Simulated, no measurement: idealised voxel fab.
Process module in this document: voxel self aligned vias
This is section cut - it's 190 nm across, gridded in 5 nm square cells.
Reading order for cross-sections: top band down to bottom band. Underlying form: a grid of square cells. Band size: one or more rows of cells.
The band entry comprises the height of the band's top followed by the height of its bottom, expressed in nm, and subsequently the band's materials from left to right, each stated together with its width in nm. Where a single material is marked with the word "edge to edge", that material fills the band from edge to edge. The word "air" represents empty space.
Zero point of the height axis is 0; under it, received wafer = one material. Lowest band: continues down indefinitely, "z 0 and below".
Quick explanation for "30->40": the width changes in equal steps down the rows of cells, from the first number in the band's top row to the second number in its bottom row.
Key: "left unchanged" - step with no changed cell in the cross-section.
"Closed cavity list" - sealed voids, min. 8 cells, no opening to top; format: width x height at distance (distance from left edge; nm throughout).
That trailing text on a step's line, after the settings, is the simulator's own remark on the step.
A step line may carry the setting "overlay nm", which, for steps involving a mask, states the distance by which the mask lay to the right of its intended position; negative values denote displacement to the left.

[Steps planned for the process]
step 1: RECEIVE with material Si
step 2: CONFORMAL_DEP with material SiO2, thk nm 10
step 3: CONFORMAL_DEP with material SiCN, thk nm 5
step 4: DIRECTIONAL_DEP with material lowk, thk nm 20
step 5: PATTERN with tone open, mask id LINES, material resist, width nm 25, pitch nm 65, thk nm 20, overlay nm 0
step 6: DIRECTIONAL_ETCH with etch materials lowk, depth nm 20
step 7: STRIP with etch materials resist
step 8: CONFORMAL_DEP with material TiN, thk nm 5
step 9: FILL_DEP with material Ru, thk nm 10
step 10: CMP with height nm 35
step 11: SELECTIVE_ETCH with etch materials W Ru TiN, depth nm 5
step 12: FILL_DEP with material SiN, thk nm 5
step 13: CMP with height nm 35
step 14: DIRECTIONAL_DEP with material lowk, thk nm 20
step 15: MASKED_ETCH with tone open, mask id VIAS, width nm 35, etch materials lowk, depth nm 20, overlay nm 0
step 16: MASKED_ETCH with tone open, mask id VIAS, width nm 35, etch materials SiN, depth nm 5, overlay nm 0
step 17: CONFORMAL_DEP with material TiN, thk nm 5
step 18: FILL_DEP with material Ru, thk nm 5
step 19: CMP with height nm 55
step 20: CONFORMAL_DEP with material SiCN, thk nm 5

[As-received state of the wafer in cross-section, equivalent to post-step 1]
    z 0 and below | Si edge to edge
    Closed cavity list: none

[Result of the module, cross-sectioned: start per above, plan per above, one error in how it was run]
    z 60 to 55 | SiCN edge to edge
    z 55 to 40 | 40 nm Ru; 5 nm TiN; 35 nm lowk; 5 nm TiN; 105 nm Ru
    z 40 to 35 | 45 nm TiN; 35 nm lowk; 110 nm TiN
    z 35 to 30 | 50 nm lowk; 25 nm SiN; 40 nm lowk; 25 nm SiN; 50 nm lowk
    z 30 to 20 | 50 nm lowk; 5 nm TiN; 15 nm Ru; 5 nm TiN; 40 nm lowk; 5 nm TiN; 15 nm Ru; 5 nm TiN; 50 nm lowk
    z 20 to 15 | 50 nm lowk; 25 nm TiN; 40 nm lowk; 25 nm TiN; 50 nm lowk
    z 15 to 10 | SiCN edge to edge
    z 10 to 0 | SiO2 edge to edge
    z 0 and below | Si edge to edge
    Closed cavity list: none
Here's what went sideways: contrary to plan, step 15 was performed as MASKED_ETCH with tone cover, mask id VIAS, width nm 35, etch materials lowk, depth nm 20, overlay nm 0
